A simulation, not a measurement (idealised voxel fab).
process module | voxel double patterning
Pictured: cross-section cut, 255 nm wide, on a grid of 5 nm square cells.
We lay out every cross-section as a grid of square cells and spell it out in bands from the top down, where one band means one or more rows of cells.
Top height, bottom height, nm. Materials left to right, width each, nm. Single material + "full width" = fills band edge to edge. "empty" = empty.
Heights are expressed relative to 0, this being the level below which the as-received wafer comprises one material exclusively. The lowest band is unbounded in the downward direction and is denoted as in "0 down".
So if you see something like "30..40" for the width, read it as the top row of the band sitting at the first number and the bottom row at the second, with every row in between moving by the same amount as the last.
Given "nothing different" for a step, no cell of the cross-section differs between before and after that step.
Basically, "Closed internal voids" tells you about the enclosed voids: empty spaces with no open way to the top, 8 cells or bigger, each written width x height at distance, where distance is from the left edge, all in nm.
Anything after a step's settings on that line? It's the simulator's own note about the step.
You can add "overlay nm" to a step's line. For a step with a mask, it describes how far the mask lay to the right of its planned position, and a negative number describes a lay to the left.
Planned step list for the process:
1,RECEIVE | material Si
2,CONFORMAL_DEP | material SiO2 | thk nm 10
3,DIRECTIONAL_DEP | material polySi | thk nm 15
4,DIRECTIONAL_DEP | material SiCN | thk nm 5
5,DIRECTIONAL_DEP | material aC | thk nm 15
6,PATTERN | tone open | mask id FIRST | material resist | width nm 15 | pitch nm 50 | thk nm 30 | overlay nm 0
7,DIRECTIONAL_ETCH | etch materials aC | depth nm 15
8,STRIP | etch materials resist
9,DIRECTIONAL_ETCH | etch materials SiCN | depth nm 5
10,STRIP | etch materials aC
11,MASKED_ETCH | tone open | mask id SECOND | width nm 15 | pitch nm 50 | etch materials SiCN | depth nm 5 | overlay nm 0
12,DIRECTIONAL_ETCH | etch materials polySi | depth nm 15
13,STRIP | etch materials SiCN
Cross-section of the incoming wafer, state after step 1:
  0 down | Si full width
  Closed internal voids: none
Final cross-section, module run with one mistake (start and plan as above):
  40 to 25 | 70 of polySi, 15 of empty, 10 of polySi, 15 of empty, 10 of polySi, 15 of empty, 10 of polySi, 15 of empty, 10 of polySi, 15 of empty, 70 of polySi
  25 to 10 | polySi full width
  10 to 0 | SiO2 full width
  0 down | Si full width
  Closed internal voids: none
Short version of what went wrong: step 3 from the plan got run twice
